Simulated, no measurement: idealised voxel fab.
Proc. module: voxel spacer lines
Xsec cut, 175 nm wide, square cell size 5 nm.
Cross-section layout: square cells on a grid; listed as bands, top to bottom; a band spans one or more cell rows.
Look at the band entry: it leads with the top's height and the bottom's height in nm. Then it lists the materials left to right, with a width in nm for each. The word "all across" on a single material says that material fills the band edge to edge. The word "empty" is empty space.
Basically, 0 is our baseline, since under it the wafer straight out of the box is all one material. The bottom band has no lower end and keeps on going down, so it looks like "0 nm and below".
The width entry "30..40" should be interpreted row by row: the top row of cells in the band takes the first number, the bottom row takes the second number, and the change between adjacent rows is uniform throughout.
Step marked "left unchanged"? Then no cell in the cross-section changed in it.
What "Closed void roster" gives you is every empty space of 8 cells or more that is cut off from the top. Each appears as width x height at distance, with the distance taken from the left edge and width, height and distance all in nm.
after a step's settings: what the simulator itself notes on the step
overlay nm: mask offset rightward from planned place, masked step; negative means leftward offset.
[Process steps foreseen in the plan]
1: RECEIVE with material Si
2: CONFORMAL_DEP with material Al2O3, thk nm 10
3: DIRECTIONAL_DEP with material TiN, thk nm 10
4: DIRECTIONAL_DEP with material aC, thk nm 30
5: PATTERN with tone cover, mask id MANDREL, material resist, width nm 20, pitch nm 60, thk nm 40, overlay nm 0
6: DIRECTIONAL_ETCH with etch materials aC, depth nm 30
7: STRIP with etch materials resist
8: CONFORMAL_DEP with material SiN, thk nm 10
9: DIRECTIONAL_ETCH with etch materials SiN, depth nm 10
10: STRIP with etch materials aC
11: DIRECTIONAL_ETCH with etch materials TiN, depth nm 10
12: STRIP with etch materials SiN
[First out of two wafers; run went to plan]
[Wafer as received: cross-section following step 1]
> 0 nm and below | Si all across
> Closed void roster: none
[Cross-section of the wafer subsequent to step 2]
> 10 nm to 0 nm | Al2O3 all across
> Unchanged below 0.
[Cross-section of the wafer subsequent to step 3]
> 20 nm to 10 nm | TiN all across
> Unchanged below 10.
[Cross-section of the wafer subsequent to step 4]
> 50 nm to 20 nm | aC all across
> Unchanged below 20.
[Cross-section of the wafer subsequent to step 5]
> 90 nm to 50 nm | empty 45 nm; resist 20 nm; empty 40 nm; resist 20 nm; empty 50 nm
> Unchanged below 50.
[Cross-section of the wafer subsequent to step 6]
> 60 nm to 50 nm | empty 45 nm; resist 20 nm; empty 40 nm; resist 20 nm; empty 50 nm
> 50 nm to 20 nm | empty 45 nm; aC 20 nm; empty 40 nm; aC 20 nm; empty 50 nm
> Unchanged below 20.
[Cross-section of the wafer subsequent to step 7]
> 50 nm to 20 nm | empty 45 nm; aC 20 nm; empty 40 nm; aC 20 nm; empty 50 nm
> Unchanged below 20.
[Cross-section of the wafer subsequent to step 8]
> 60 nm to 50 nm | empty 35 nm; SiN 40 nm; empty 20 nm; SiN 40 nm; empty 40 nm
> 50 nm to 30 nm | empty 35 nm; SiN 10 nm; aC 20 nm; SiN 10 nm; empty 20 nm; SiN 10 nm; aC 20 nm; SiN 10 nm; empty 40 nm
> 30 nm to 20 nm | SiN 45 nm; aC 20 nm; SiN 40 nm; aC 20 nm; SiN 50 nm
> Unchanged below 20.
[Cross-section of the wafer subsequent to step 9]
> 50 nm to 20 nm | empty 35 nm; SiN 10 nm; aC 20 nm; SiN 10 nm; empty 20 nm; SiN 10 nm; aC 20 nm; SiN 10 nm; empty 40 nm
> Unchanged below 20.
[Cross-section of the wafer subsequent to step 10]
> 50 nm to 20 nm | empty 35 nm; SiN 10 nm; empty 20 nm; SiN 10 nm; empty 20 nm; SiN 10 nm; empty 20 nm; SiN 10 nm; empty 40 nm
> Unchanged below 20.
[Cross-section of the wafer subsequent to step 11]
> 50 nm to 20 nm | empty 35 nm; SiN 10 nm; empty 20 nm; SiN 10 nm; empty 20 nm; SiN 10 nm; empty 20 nm; SiN 10 nm; empty 40 nm
> 20 nm to 10 nm | empty 35 nm; TiN 10 nm; empty 20 nm; TiN 10 nm; empty 20 nm; TiN 10 nm; empty 20 nm; TiN 10 nm; empty 40 nm
> Unchanged below 10.
[Cross-section of the wafer subsequent to step 12]
> 20 nm to 10 nm | empty 35 nm; TiN 10 nm; empty 20 nm; TiN 10 nm; empty 20 nm; TiN 10 nm; empty 20 nm; TiN 10 nm; empty 40 nm
> Unchanged below 10.
[The remaining wafer, second of the two, started like the first and was run to the same plan, except that one mistake was made along the way; the two coincide through step 6, inclusive]
[Cross-section of the second wafer at the time step 7 of the plan should have ended]
> 50 nm to 20 nm | empty 45 nm; aC 20 nm; empty 40 nm; aC 20 nm; empty 50 nm
> Unchanged below 20.
[Cross-section of the second wafer at the time step 8 of the plan should have ended]
> 60 nm to 50 nm | empty 35 nm; SiN 40 nm; empty 20 nm; SiN 40 nm; empty 40 nm
> 50 nm to 30 nm | empty 35 nm; SiN 10 nm; aC 20 nm; SiN 10 nm; empty 20 nm; SiN 10 nm; aC 20 nm; SiN 10 nm; empty 40 nm
> 30 nm to 20 nm | SiN 45 nm; aC 20 nm; SiN 40 nm; aC 20 nm; SiN 50 nm
> Unchanged below 20.
[Cross-section of the second wafer at the time step 9 of the plan should have ended]
> 50 nm to 20 nm | empty 35 nm; SiN 10 nm; aC 20 nm; SiN 10 nm; empty 20 nm; SiN 10 nm; aC 20 nm; SiN 10 nm; empty 40 nm
> Unchanged below 20.
[Cross-section of the second wafer at the time step 10 of the plan should have ended]
> 50 nm to 20 nm | empty 35 nm; SiN 10 nm; empty 20 nm; SiN 10 nm; empty 20 nm; SiN 10 nm; empty 20 nm; SiN 10 nm; empty 40 nm
> Unchanged below 20.
[Cross-section of the second wafer at the time step 11 of the plan should have ended]
> 50 nm to 20 nm | empty 35 nm; SiN 10 nm; empty 20 nm; SiN 10 nm; empty 20 nm; SiN 10 nm; empty 20 nm; SiN 10 nm; empty 40 nm
> 20 nm to 10 nm | empty 35 nm; TiN 10 nm; empty 20 nm; TiN 10 nm; empty 20 nm; TiN 10 nm; empty 20 nm; TiN 10 nm; empty 40 nm
> Unchanged below 10.
[Cross-section of the second wafer at the time step 12 of the plan should have ended]
> 20 nm to 10 nm | empty 35 nm; TiN 10 nm; empty 20 nm; TiN 10 nm; empty 20 nm; TiN 10 nm; empty 20 nm; TiN 10 nm; empty 40 nm
> Unchanged below 10.
Plan not followed: it should be noted that step 7 of the plan was executed twice
The mistake has no effect on what this model computes, because the two wafers end with the same cross-section.
